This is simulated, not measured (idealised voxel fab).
The process module that follows is named voxel fin reveal.
Cross-sectional view cut (width: 205 nm; square cell size: 5 nm).
Cross-section layout: square cells on a grid; listed as bands, top to bottom; a band spans one or more cell rows. The entry gives the band's vertical extent as a top height and a bottom height in nm, then its horizontal make-up as materials from left to right, each with a width in nm. "empty" stands for empty space; a single material marked "throughout" fills the band edge to edge. Height 0 is the level under which the wafer as received is all one material. The lowest band goes on downwards, as in "from 0 down". Top row gets the first number, bottom row gets the second, and each row in between changes by the same step: that is how a band width like "30 to 40" works. Where the words "same as before" appear for a step, the cross-section shows no cell changed by that step; every cell remained as before. Empty spaces without an open route to the top, at least 8 cells in extent, make up the entry "Sealed-off cavities"; each is given as width x height at distance, where the distance is measured from the left edge, and all are in nm. On a step's line, text after the settings is the simulator commenting on that step. What "overlay nm" on a step's line means: if the step has a mask, that mask lay this far to the right of its planned place, or, when the value is negative, to the left.
## List of planned process steps
| 1 | RECEIVE | material Si |
| 2 | CONFORMAL_DEP | material SiN | thk nm 10 |
| 3 | DIRECTIONAL_DEP | material aC | thk nm 10 |
| 4 | PATTERN | tone cover | mask id FINS | material resist | width nm 15 | pitch nm 35 | thk nm 30 | overlay nm 0 |
| 5 | DIRECTIONAL_ETCH | etch materials aC | depth nm 10 |
| 6 | STRIP | etch materials resist |
| 7 | DIRECTIONAL_ETCH | etch materials SiN | depth nm 10 |
| 8 | DIRECTIONAL_ETCH | etch materials Si | depth nm 35 |
| 9 | STRIP | etch materials aC |
| 10 | FILL_DEP | material SiO2 | thk nm 5 |
| 11 | CMP | height nm 10 |
| 12 | SELECTIVE_ETCH | etch materials SiO2 | depth nm 20 |
| 13 | STRIP | etch materials SiN |
| 14 | CONFORMAL_DEP | material HfO2 | thk nm 5 |
## First wafer of two (run as planned)
## Wafer cross-section on receipt, i.e. after step 1
* from 0 down = Si throughout
* Sealed-off cavities: none
## Sectional view: wafer, after step 2
* from 10 to 0 = SiN throughout
* below 0: unchanged
## Sectional view: wafer, after step 3
* from 20 to 10 = aC throughout
* below 10: unchanged
## Sectional view: wafer, after step 4
* from 50 to 20 = 60 of empty, then 15 of resist, then 20 of empty, then 15 of resist, then 20 of empty, then 15 of resist, then 60 of empty
* below 20: unchanged
## Sectional view: wafer, after step 5
* from 40 to 20 = 60 of empty, then 15 of resist, then 20 of empty, then 15 of resist, then 20 of empty, then 15 of resist, then 60 of empty
* from 20 to 10 = 60 of empty, then 15 of aC, then 20 of empty, then 15 of aC, then 20 of empty, then 15 of aC, then 60 of empty
* below 10: unchanged
## Sectional view: wafer, after step 6
* from 20 to 10 = 60 of empty, then 15 of aC, then 20 of empty, then 15 of aC, then 20 of empty, then 15 of aC, then 60 of empty
* below 10: unchanged
## Sectional view: wafer, after step 7
* from 20 to 10 = 60 of empty, then 15 of aC, then 20 of empty, then 15 of aC, then 20 of empty, then 15 of aC, then 60 of empty
* from 10 to 0 = 60 of empty, then 15 of SiN, then 20 of empty, then 15 of SiN, then 20 of empty, then 15 of SiN, then 60 of empty
* below 0: unchanged
## Sectional view: wafer, after step 8
* from 20 to 10 = 60 of empty, then 15 of aC, then 20 of empty, then 15 of aC, then 20 of empty, then 15 of aC, then 60 of empty
* from 10 to 0 = 60 of empty, then 15 of SiN, then 20 of empty, then 15 of SiN, then 20 of empty, then 15 of SiN, then 60 of empty
* from 0 to -35 = 60 of empty, then 15 of Si, then 20 of empty, then 15 of Si, then 20 of empty, then 15 of Si, then 60 of empty
* below -35: unchanged
## Sectional view: wafer, after step 9
* from 10 to 0 = 60 of empty, then 15 of SiN, then 20 of empty, then 15 of SiN, then 20 of empty, then 15 of SiN, then 60 of empty
* below 0: unchanged
## Sectional view: wafer, after step 10
* from 15 to 10 = SiO2 throughout
* from 10 to 0 = 60 of SiO2, then 15 of SiN, then 20 of SiO2, then 15 of SiN, then 20 of SiO2, then 15 of SiN, then 60 of SiO2
* from 0 to -35 = 60 of SiO2, then 15 of Si, then 20 of SiO2, then 15 of Si, then 20 of SiO2, then 15 of Si, then 60 of SiO2
* below -35: unchanged
## Sectional view: wafer, after step 11
* from 10 to 0 = 60 of SiO2, then 15 of SiN, then 20 of SiO2, then 15 of SiN, then 20 of SiO2, then 15 of SiN, then 60 of SiO2
* below 0: unchanged
## Sectional view: wafer, after step 12
* from 10 to 0 = 60 of empty, then 15 of SiN, then 20 of empty, then 15 of SiN, then 20 of empty, then 15 of SiN, then 60 of empty
* from 0 to -10 = 60 of empty, then 15 of Si, then 20 of empty, then 15 of Si, then 20 of empty, then 15 of Si, then 60 of empty
* below -10: unchanged
## Sectional view: wafer, after step 13
* from 0 to -10 = 60 of empty, then 15 of Si, then 20 of empty, then 15 of Si, then 20 of empty, then 15 of Si, then 60 of empty
* below -10: unchanged
## Sectional view: wafer, after step 14
* from 5 to 0 = 55 of empty, then 25 of HfO2, then 10 of empty, then 25 of HfO2, then 10 of empty, then 25 of HfO2, then 55 of empty
* from 0 to -5 = 55 of empty, then 5 of HfO2, then 15 of Si, then 5 of HfO2, then 10 of empty, then 5 of HfO2, then 15 of Si, then 5 of HfO2, then 10 of empty, then 5 of HfO2, then 15 of Si, then 5 of HfO2, then 55 of empty
* from -5 to -10 = 60 of HfO2, then 15 of Si, then 20 of HfO2, then 15 of Si, then 20 of HfO2, then 15 of Si, then 60 of HfO2
* below -10: unchanged
## Here the second wafer is described. Its start and its plan were those of the first wafer. Its run contained one mistake. Up to and including step 7, it did exactly what the first wafer did
## Second wafer at the planned finish of step 8, seen in cross-section
* from 20 to 10 = 60 of empty, then 15 of aC, then 20 of empty, then 15 of aC, then 20 of empty, then 15 of aC, then 60 of empty
* from 10 to 0 = 60 of empty, then 15 of SiN, then 20 of empty, then 15 of SiN, then 20 of empty, then 15 of SiN, then 60 of empty
* from 0 to -30 = 60 of empty, then 15 of Si, then 20 of empty, then 15 of Si, then 20 of empty, then 15 of Si, then 60 of empty
* below -30: unchanged
## Second wafer at the planned finish of step 9, seen in cross-section
* from 10 to 0 = 60 of empty, then 15 of SiN, then 20 of empty, then 15 of SiN, then 20 of empty, then 15 of SiN, then 60 of empty
* below 0: unchanged
## Second wafer at the planned finish of step 10, seen in cross-section
* from 15 to 10 = SiO2 throughout
* from 10 to 0 = 60 of SiO2, then 15 of SiN, then 20 of SiO2, then 15 of SiN, then 20 of SiO2, then 15 of SiN, then 60 of SiO2
* from 0 to -30 = 60 of SiO2, then 15 of Si, then 20 of SiO2, then 15 of Si, then 20 of SiO2, then 15 of Si, then 60 of SiO2
* below -30: unchanged
## Second wafer at the planned finish of step 11, seen in cross-section
* from 10 to 0 = 60 of SiO2, then 15 of SiN, then 20 of SiO2, then 15 of SiN, then 20 of SiO2, then 15 of SiN, then 60 of SiO2
* below 0: unchanged
## Second wafer at the planned finish of step 12, seen in cross-section
* from 10 to 0 = 60 of empty, then 15 of SiN, then 20 of empty, then 15 of SiN, then 20 of empty, then 15 of SiN, then 60 of empty
* from 0 to -10 = 60 of empty, then 15 of Si, then 20 of empty, then 15 of Si, then 20 of empty, then 15 of Si, then 60 of empty
* below -10: unchanged
## Second wafer at the planned finish of step 13, seen in cross-section
* from 0 to -10 = 60 of empty, then 15 of Si, then 20 of empty, then 15 of Si, then 20 of empty, then 15 of Si, then 60 of empty
* below -10: unchanged
## Second wafer at the planned finish of step 14, seen in cross-section
* from 5 to 0 = 55 of empty, then 25 of HfO2, then 10 of empty, then 25 of HfO2, then 10 of empty, then 25 of HfO2, then 55 of empty
* from 0 to -5 = 55 of empty, then 5 of HfO2, then 15 of Si, then 5 of HfO2, then 10 of empty, then 5 of HfO2, then 15 of Si, then 5 of HfO2, then 10 of empty, then 5 of HfO2, then 15 of Si, then 5 of HfO2, then 55 of empty
* from -5 to -10 = 60 of HfO2, then 15 of Si, then 20 of HfO2, then 15 of Si, then 20 of HfO2, then 15 of Si, then 60 of HfO2
* below -10: unchanged
Which mistake was made when the wafer was run? note that step 8 departed from the planned setting and was carried out as DIRECTIONAL_ETCH | etch materials Si | depth nm 30
The second wafer ends with more or fewer cells of some materials than the first, per final count: +32 Si; -32 SiO2
